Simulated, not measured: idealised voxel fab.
Presented below is a process module, voxel wiring stack.
Displayed cross-section: cut, width of 270 nm, square cells sized 5 nm.
A cross-section is a grid of square cells, given in bands from the top down. A band is one or more rows of cells.
For a band, the entry starts with two heights in nm, that of the top and then that of the bottom, and carries on with the band's materials in order from left to right, each alongside its width in nm; the word "full width" beside a single material means it fills the band edge to edge, and "air" means empty space.
Basically, 0 is our baseline, since under it the wafer straight out of the box is all one material. The bottom band has no lower end and keeps on going down, so it looks like "0 nm and below".
Read "30->40" as a graded width: first number on top, second number at the bottom, same change between each pair of neighbouring rows.
No cell of the cross-section changed in a step that is given as "nothing changed".
Basically, "Closed cavity list" tells you about the enclosed voids: empty spaces with no open way to the top, 8 cells or bigger, each written width x height at distance, where distance is from the left edge, all in nm.
Post-settings text on a step line: simulator's own remark regarding the step.
You can add "overlay nm" to a step's line. For a step with a mask, it describes how far the mask lay to the right of its planned position, and a negative number describes a lay to the left.
-- plan
| 1 | RECEIVE | material Si |
| 2 | CONFORMAL_DEP | material SiO2 | thk nm 15 |
| 3 | CONFORMAL_DEP | material SiN | thk nm 5 |
| 4 | DIRECTIONAL_DEP | material SiO2 | thk nm 15 |
| 5 | PATTERN | tone open | mask id METAL_1 | material resist | width nm 30 | pitch nm 50 | thk nm 20 | overlay nm 0 |
| 6 | DIRECTIONAL_ETCH | etch materials SiO2 | depth nm 15 |
| 7 | DIRECTIONAL_ETCH | etch materials SiN | depth nm 5 |
| 8 | STRIP | etch materials resist |
| 9 | CONFORMAL_DEP | material TiN | thk nm 5 |
| 10 | FILL_DEP | material Cu | thk nm 10 |
| 11 | CMP | height nm 35 |
| 12 | CONFORMAL_DEP | material SiCN | thk nm 5 |
| 13 | DIRECTIONAL_DEP | material lowk | thk nm 25 |
| 14 | MASKED_ETCH | tone open | mask id METAL_2_HOLES | width nm 15 | etch materials lowk | depth nm 25 | overlay nm 0 |
| 15 | DIRECTIONAL_DEP | material aC | thk nm 10 |
| 16 | PATTERN | tone open | mask id METAL_2 | material resist | width nm 30 | pitch nm 50 | thk nm 25 | overlay nm 0 |
| 17 | DIRECTIONAL_ETCH | etch materials aC | depth nm 10 |
| 18 | STRIP | etch materials resist |
| 19 | DIRECTIONAL_ETCH | etch materials lowk | depth nm 15 |
| 20 | DIRECTIONAL_ETCH | etch materials SiCN | depth nm 5 |
| 21 | STRIP | etch materials aC |
| 22 | CONFORMAL_DEP | material TiN | thk nm 5 |
| 23 | FILL_DEP | material Ru | thk nm 5 |
| 24 | CMP | height nm 65 |
| 25 | CONFORMAL_DEP | material SiCN | thk nm 5 |
| 26 | DIRECTIONAL_DEP | material SiO2 | thk nm 10 |
| 27 | MASKED_ETCH | tone open | mask id PLUG_2 | width nm 15 | etch materials SiO2 | depth nm 10 | overlay nm 0 |
| 28 | MASKED_ETCH | tone open | mask id PLUG_2 | width nm 15 | etch materials SiCN | depth nm 5 | overlay nm 0 |
| 29 | CONFORMAL_DEP | material TiN | thk nm 5 |
| 30 | FILL_DEP | material Ru | thk nm 5 |
| 31 | CMP | height nm 80 |
| 32 | CONFORMAL_DEP | material SiN | thk nm 5 |
| 33 | DIRECTIONAL_DEP | material SiO2 | thk nm 20 |
| 34 | MASKED_ETCH | tone open | mask id METAL_3 | width nm 30 | pitch nm 50 | etch materials SiO2 | depth nm 20 | overlay nm 0 |
| 35 | MASKED_ETCH | tone open | mask id METAL_3 | width nm 30 | pitch nm 50 | etch materials SiN | depth nm 5 | overlay nm 0 |
| 36 | CONFORMAL_DEP | material TiN | thk nm 5 |
| 37 | FILL_DEP | material Ru | thk nm 5 |
| 38 | CMP | height nm 105 |
| 39 | CONFORMAL_DEP | material SiN | thk nm 5 |
-- The first of the two wafers, which ran as planned
-- As received (post step 1): cross-section
  0 nm and below = Si full width
  Closed cavity list: none
-- Step 2 done - wafer cross-section
  15 nm to 0 nm = SiO2 full width
  Below 0, the layers are the same as they were.
-- Step 3 done - wafer cross-section
  20 nm to 15 nm = SiN full width
  Below 15, the layers are the same as they were.
-- Step 4 done - wafer cross-section
  35 nm to 20 nm = SiO2 full width
  Below 20, the layers are the same as they were.
-- Step 5 done - wafer cross-section
  55 nm to 35 nm = resist: 95  air: 30  resist: 20  air: 30  resist: 95
  Below 35, the layers are the same as they were.
-- Step 6 done - wafer cross-section
  55 nm to 35 nm = resist: 95  air: 30  resist: 20  air: 30  resist: 95
  35 nm to 20 nm = SiO2: 95  air: 30  SiO2: 20  air: 30  SiO2: 95
  Below 20, the layers are the same as they were.
-- Step 7 done - wafer cross-section
  55 nm to 35 nm = resist: 95  air: 30  resist: 20  air: 30  resist: 95
  35 nm to 20 nm = SiO2: 95  air: 30  SiO2: 20  air: 30  SiO2: 95
  20 nm to 15 nm = SiN: 95  air: 30  SiN: 20  air: 30  SiN: 95
  Below 15, the layers are the same as they were.
-- Step 8 done - wafer cross-section
  35 nm to 20 nm = SiO2: 95  air: 30  SiO2: 20  air: 30  SiO2: 95
  Below 20, the layers are the same as they were.
-- Step 9 done - wafer cross-section
  40 nm to 35 nm = TiN: 100  air: 20  TiN: 30  air: 20  TiN: 100
  35 nm to 20 nm = SiO2: 95  TiN: 5  air: 20  TiN: 5  SiO2: 20  TiN: 5  air: 20  TiN: 5  SiO2: 95
  20 nm to 15 nm = SiN: 95  TiN: 30  SiN: 20  TiN: 30  SiN: 95
  Below 15, the layers are the same as they were.
-- Step 10 done - wafer cross-section
  50 nm to 40 nm = Cu full width
  40 nm to 35 nm = TiN: 100  Cu: 20  TiN: 30  Cu: 20  TiN: 100
  35 nm to 20 nm = SiO2: 95  TiN: 5  Cu: 20  TiN: 5  SiO2: 20  TiN: 5  Cu: 20  TiN: 5  SiO2: 95
  Below 20, the layers are the same as they were.
-- Step 11 done - wafer cross-section
  35 nm to 20 nm = SiO2: 95  TiN: 5  Cu: 20  TiN: 5  SiO2: 20  TiN: 5  Cu: 20  TiN: 5  SiO2: 95
  Below 20, the layers are the same as they were.
-- Step 12 done - wafer cross-section
  40 nm to 35 nm = SiCN full width
  Below 35, the layers are the same as they were.
-- Step 13 done - wafer cross-section
  65 nm to 40 nm = lowk full width
  Below 40, the layers are the same as they were.
-- Step 14 done - wafer cross-section
  65 nm to 40 nm = lowk: 95  air: 15  lowk: 160
  Below 40, the layers are the same as they were.
-- Step 15 done - wafer cross-section
  75 nm to 65 nm = aC: 95  air: 15  aC: 160
  65 nm to 50 nm = lowk: 95  air: 15  lowk: 160
  50 nm to 40 nm = lowk: 95  aC: 15  lowk: 160
  Below 40, the layers are the same as they were.
-- Step 16 done - wafer cross-section
  100 nm to 75 nm = resist: 95  air: 30  resist: 20  air: 30  resist: 95
  Below 75, the layers are the same as they were.
-- Step 17 done - wafer cross-section
  90 nm to 75 nm = resist: 95  air: 30  resist: 20  air: 30  resist: 95
  75 nm to 65 nm = aC: 95  air: 30  aC: 20  air: 30  aC: 95
  65 nm to 40 nm = lowk: 95  air: 15  lowk: 160
  Below 40, the layers are the same as they were.
-- Step 18 done - wafer cross-section
  75 nm to 65 nm = aC: 95  air: 30  aC: 20  air: 30  aC: 95
  Below 65, the layers are the same as they were.
-- Step 19 done - wafer cross-section
  75 nm to 65 nm = aC: 95  air: 30  aC: 20  air: 30  aC: 95
  65 nm to 50 nm = lowk: 95  air: 30  lowk: 20  air: 30  lowk: 95
  Below 50, the layers are the same as they were.
-- Step 20 done - wafer cross-section
  75 nm to 65 nm = aC: 95  air: 30  aC: 20  air: 30  aC: 95
  65 nm to 50 nm = lowk: 95  air: 30  lowk: 20  air: 30  lowk: 95
  50 nm to 40 nm = lowk: 95  air: 15  lowk: 160
  40 nm to 35 nm = SiCN: 95  air: 15  SiCN: 160
  Below 35, the layers are the same as they were.
-- Step 21 done - wafer cross-section
  65 nm to 50 nm = lowk: 95  air: 30  lowk: 20  air: 30  lowk: 95
  Below 50, the layers are the same as they were.
-- Step 22 done - wafer cross-section
  70 nm to 65 nm = TiN: 100  air: 20  TiN: 30  air: 20  TiN: 100
  65 nm to 55 nm = lowk: 95  TiN: 5  air: 20  TiN: 5  lowk: 20  TiN: 5  air: 20  TiN: 5  lowk: 95
  55 nm to 50 nm = lowk: 95  TiN: 5  air: 5  TiN: 20  lowk: 20  TiN: 30  lowk: 95
  50 nm to 40 nm = lowk: 95  TiN: 5  air: 5  TiN: 5  lowk: 160
  40 nm to 35 nm = SiCN: 95  TiN: 15  SiCN: 160
  Below 35, the layers are the same as they were.
-- Step 23 done - wafer cross-section
  75 nm to 70 nm = Ru full width
  70 nm to 65 nm = TiN: 100  Ru: 20  TiN: 30  Ru: 20  TiN: 100
  65 nm to 55 nm = lowk: 95  TiN: 5  Ru: 20  TiN: 5  lowk: 20  TiN: 5  Ru: 20  TiN: 5  lowk: 95
  55 nm to 50 nm = lowk: 95  TiN: 5  Ru: 5  TiN: 20  lowk: 20  TiN: 30  lowk: 95
  50 nm to 40 nm = lowk: 95  TiN: 5  Ru: 5  TiN: 5  lowk: 160
  Below 40, the layers are the same as they were.
-- Step 24 done - wafer cross-section
  65 nm to 55 nm = lowk: 95  TiN: 5  Ru: 20  TiN: 5  lowk: 20  TiN: 5  Ru: 20  TiN: 5  lowk: 95
  Below 55, the layers are the same as they were.
-- Step 25 done - wafer cross-section
  70 nm to 65 nm = SiCN full width
  Below 65, the layers are the same as they were.
-- Step 26 done - wafer cross-section
  80 nm to 70 nm = SiO2 full width
  Below 70, the layers are the same as they were.
-- Step 27 done - wafer cross-section
  80 nm to 70 nm = SiO2: 95  air: 15  SiO2: 160
  Below 70, the layers are the same as they were.
-- Step 28 done - wafer cross-section
  80 nm to 70 nm = SiO2: 95  air: 15  SiO2: 160
  70 nm to 65 nm = SiCN: 95  air: 15  SiCN: 160
  Below 65, the layers are the same as they were.
-- Step 29 done - wafer cross-section
  85 nm to 80 nm = TiN: 100  air: 5  TiN: 165
  80 nm to 70 nm = SiO2: 95  TiN: 5  air: 5  TiN: 5  SiO2: 160
  70 nm to 65 nm = SiCN: 95  TiN: 15  SiCN: 160
  Below 65, the layers are the same as they were.
-- Step 30 done - wafer cross-section
  90 nm to 85 nm = Ru full width
  85 nm to 80 nm = TiN: 100  Ru: 5  TiN: 165
  80 nm to 70 nm = SiO2: 95  TiN: 5  Ru: 5  TiN: 5  SiO2: 160
  Below 70, the layers are the same as they were.
-- Step 31 done - wafer cross-section
  80 nm to 70 nm = SiO2: 95  TiN: 5  Ru: 5  TiN: 5  SiO2: 160
  Below 70, the layers are the same as they were.
-- Step 32 done - wafer cross-section
  85 nm to 80 nm = SiN full width
  Below 80, the layers are the same as they were.
-- Step 33 done - wafer cross-section
  105 nm to 85 nm = SiO2 full width
  Below 85, the layers are the same as they were.
-- Step 34 done - wafer cross-section
  105 nm to 85 nm = SiO2: 95  air: 30  SiO2: 20  air: 30  SiO2: 95
  Below 85, the layers are the same as they were.
-- Step 35 done - wafer cross-section
  105 nm to 85 nm = SiO2: 95  air: 30  SiO2: 20  air: 30  SiO2: 95
  85 nm to 80 nm = SiN: 95  air: 30  SiN: 20  air: 30  SiN: 95
  Below 80, the layers are the same as they were.
-- Step 36 done - wafer cross-section
  110 nm to 105 nm = TiN: 100  air: 20  TiN: 30  air: 20  TiN: 100
  105 nm to 85 nm = SiO2: 95  TiN: 5  air: 20  TiN: 5  SiO2: 20  TiN: 5  air: 20  TiN: 5  SiO2: 95
  85 nm to 80 nm = SiN: 95  TiN: 30  SiN: 20  TiN: 30  SiN: 95
  Below 80, the layers are the same as they were.
-- Step 37 done - wafer cross-section
  115 nm to 110 nm = Ru full width
  110 nm to 105 nm = TiN: 100  Ru: 20  TiN: 30  Ru: 20  TiN: 100
  105 nm to 85 nm = SiO2: 95  TiN: 5  Ru: 20  TiN: 5  SiO2: 20  TiN: 5  Ru: 20  TiN: 5  SiO2: 95
  Below 85, the layers are the same as they were.
-- Step 38 done - wafer cross-section
  105 nm to 85 nm = SiO2: 95  TiN: 5  Ru: 20  TiN: 5  SiO2: 20  TiN: 5  Ru: 20  TiN: 5  SiO2: 95
  Below 85, the layers are the same as they were.
-- Step 39 done - wafer cross-section
  110 nm to 105 nm = SiN full width
  Below 105, the layers are the same as they were.
-- It is to be noted that the second wafer proceeded from the same initial state and according to the same plan as the first, although one mistake was committed in its execution; through step 10, inclusive, the two wafers share an identical history
Cross-section: second wafer, time at which step 11 was scheduled to end: nothing changed
-- Cross-section: second wafer, time at which step 12 was scheduled to end
  55 nm to 50 nm = SiCN full width
  Below 50, the layers are the same as they were.
-- Cross-section: second wafer, time at which step 13 was scheduled to end
  80 nm to 55 nm = lowk full width
  Below 55, the layers are the same as they were.
-- Cross-section: second wafer, time at which step 14 was scheduled to end
  80 nm to 55 nm = lowk: 95  air: 15  lowk: 160
  Below 55, the layers are the same as they were.
-- Cross-section: second wafer, time at which step 15 was scheduled to end
  90 nm to 80 nm = aC: 95  air: 15  aC: 160
  80 nm to 65 nm = lowk: 95  air: 15  lowk: 160
  65 nm to 55 nm = lowk: 95  aC: 15  lowk: 160
  Below 55, the layers are the same as they were.
-- Cross-section: second wafer, time at which step 16 was scheduled to end
  115 nm to 90 nm = resist: 95  air: 30  resist: 20  air: 30  resist: 95
  Below 90, the layers are the same as they were.
-- Cross-section: second wafer, time at which step 17 was scheduled to end
  105 nm to 90 nm = resist: 95  air: 30  resist: 20  air: 30  resist: 95
  90 nm to 80 nm = aC: 95  air: 30  aC: 20  air: 30  aC: 95
  80 nm to 55 nm = lowk: 95  air: 15  lowk: 160
  Below 55, the layers are the same as they were.
-- Cross-section: second wafer, time at which step 18 was scheduled to end
  90 nm to 80 nm = aC: 95  air: 30  aC: 20  air: 30  aC: 95
  Below 80, the layers are the same as they were.
-- Cross-section: second wafer, time at which step 19 was scheduled to end
  90 nm to 80 nm = aC: 95  air: 30  aC: 20  air: 30  aC: 95
  80 nm to 65 nm = lowk: 95  air: 30  lowk: 20  air: 30  lowk: 95
  Below 65, the layers are the same as they were.
-- Cross-section: second wafer, time at which step 20 was scheduled to end
  90 nm to 80 nm = aC: 95  air: 30  aC: 20  air: 30  aC: 95
  80 nm to 65 nm = lowk: 95  air: 30  lowk: 20  air: 30  lowk: 95
  65 nm to 55 nm = lowk: 95  air: 15  lowk: 160
  55 nm to 50 nm = SiCN: 95  air: 15  SiCN: 160
  Below 50, the layers are the same as they were.
-- Cross-section: second wafer, time at which step 21 was scheduled to end
  80 nm to 65 nm = lowk: 95  air: 30  lowk: 20  air: 30  lowk: 95
  Below 65, the layers are the same as they were.
-- Cross-section: second wafer, time at which step 22 was scheduled to end
  85 nm to 80 nm = TiN: 100  air: 20  TiN: 30  air: 20  TiN: 100
  80 nm to 70 nm = lowk: 95  TiN: 5  air: 20  TiN: 5  lowk: 20  TiN: 5  air: 20  TiN: 5  lowk: 95
  70 nm to 65 nm = lowk: 95  TiN: 5  air: 5  TiN: 20  lowk: 20  TiN: 30  lowk: 95
  65 nm to 55 nm = lowk: 95  TiN: 5  air: 5  TiN: 5  lowk: 160
  55 nm to 50 nm = SiCN: 95  TiN: 15  SiCN: 160
  Below 50, the layers are the same as they were.
-- Cross-section: second wafer, time at which step 23 was scheduled to end
  90 nm to 85 nm = Ru full width
  85 nm to 80 nm = TiN: 100  Ru: 20  TiN: 30  Ru: 20  TiN: 100
  80 nm to 70 nm = lowk: 95  TiN: 5  Ru: 20  TiN: 5  lowk: 20  TiN: 5  Ru: 20  TiN: 5  lowk: 95
  70 nm to 65 nm = lowk: 95  TiN: 5  Ru: 5  TiN: 20  lowk: 20  TiN: 30  lowk: 95
  65 nm to 55 nm = lowk: 95  TiN: 5  Ru: 5  TiN: 5  lowk: 160
  Below 55, the layers are the same as they were.
-- Cross-section: second wafer, time at which step 24 was scheduled to end
  65 nm to 55 nm = lowk: 95  TiN: 5  Ru: 5  TiN: 5  lowk: 160
  Below 55, the layers are the same as they were.
-- Cross-section: second wafer, time at which step 25 was scheduled to end
  70 nm to 65 nm = SiCN full width
  Below 65, the layers are the same as they were.
-- Cross-section: second wafer, time at which step 26 was scheduled to end
  80 nm to 70 nm = SiO2 full width
  Below 70, the layers are the same as they were.
-- Cross-section: second wafer, time at which step 27 was scheduled to end
  80 nm to 70 nm = SiO2: 95  air: 15  SiO2: 160
  Below 70, the layers are the same as they were.
-- Cross-section: second wafer, time at which step 28 was scheduled to end
  80 nm to 70 nm = SiO2: 95  air: 15  SiO2: 160
  70 nm to 65 nm = SiCN: 95  air: 15  SiCN: 160
  Below 65, the layers are the same as they were.
-- Cross-section: second wafer, time at which step 29 was scheduled to end
  85 nm to 80 nm = TiN: 100  air: 5  TiN: 165
  80 nm to 70 nm = SiO2: 95  TiN: 5  air: 5  TiN: 5  SiO2: 160
  70 nm to 65 nm = SiCN: 95  TiN: 15  SiCN: 160
  Below 65, the layers are the same as they were.
-- Cross-section: second wafer, time at which step 30 was scheduled to end
  90 nm to 85 nm = Ru full width
  85 nm to 80 nm = TiN: 100  Ru: 5  TiN: 165
  80 nm to 70 nm = SiO2: 95  TiN: 5  Ru: 5  TiN: 5  SiO2: 160
  Below 70, the layers are the same as they were.
-- Cross-section: second wafer, time at which step 31 was scheduled to end
  80 nm to 70 nm = SiO2: 95  TiN: 5  Ru: 5  TiN: 5  SiO2: 160
  Below 70, the layers are the same as they were.
-- Cross-section: second wafer, time at which step 32 was scheduled to end
  85 nm to 80 nm = SiN full width
  Below 80, the layers are the same as they were.
-- Cross-section: second wafer, time at which step 33 was scheduled to end
  105 nm to 85 nm = SiO2 full width
  Below 85, the layers are the same as they were.
-- Cross-section: second wafer, time at which step 34 was scheduled to end
  105 nm to 85 nm = SiO2: 95  air: 30  SiO2: 20  air: 30  SiO2: 95
  Below 85, the layers are the same as they were.
-- Cross-section: second wafer, time at which step 35 was scheduled to end
  105 nm to 85 nm = SiO2: 95  air: 30  SiO2: 20  air: 30  SiO2: 95
  85 nm to 80 nm = SiN: 95  air: 30  SiN: 20  air: 30  SiN: 95
  Below 80, the layers are the same as they were.
-- Cross-section: second wafer, time at which step 36 was scheduled to end
  110 nm to 105 nm = TiN: 100  air: 20  TiN: 30  air: 20  TiN: 100
  105 nm to 85 nm = SiO2: 95  TiN: 5  air: 20  TiN: 5  SiO2: 20  TiN: 5  air: 20  TiN: 5  SiO2: 95
  85 nm to 80 nm = SiN: 95  TiN: 30  SiN: 20  TiN: 30  SiN: 95
  Below 80, the layers are the same as they were.
-- Cross-section: second wafer, time at which step 37 was scheduled to end
  115 nm to 110 nm = Ru full width
  110 nm to 105 nm = TiN: 100  Ru: 20  TiN: 30  Ru: 20  TiN: 100
  105 nm to 85 nm = SiO2: 95  TiN: 5  Ru: 20  TiN: 5  SiO2: 20  TiN: 5  Ru: 20  TiN: 5  SiO2: 95
  Below 85, the layers are the same as they were.
-- Cross-section: second wafer, time at which step 38 was scheduled to end
  105 nm to 85 nm = SiO2: 95  TiN: 5  Ru: 20  TiN: 5  SiO2: 20  TiN: 5  Ru: 20  TiN: 5  SiO2: 95
  Below 85, the layers are the same as they were.
-- Cross-section: second wafer, time at which step 39 was scheduled to end
  110 nm to 105 nm = SiN full width
  Below 105, the layers are the same as they were.
In executing the process, a mistake was made relative to the plan: heads up, step 11 of the plan was skipped and never actually ran
Cell-count delta at end, second wafer over first, by material: +116 Cu | -17 Ru | +27 TiN | -126 lowk
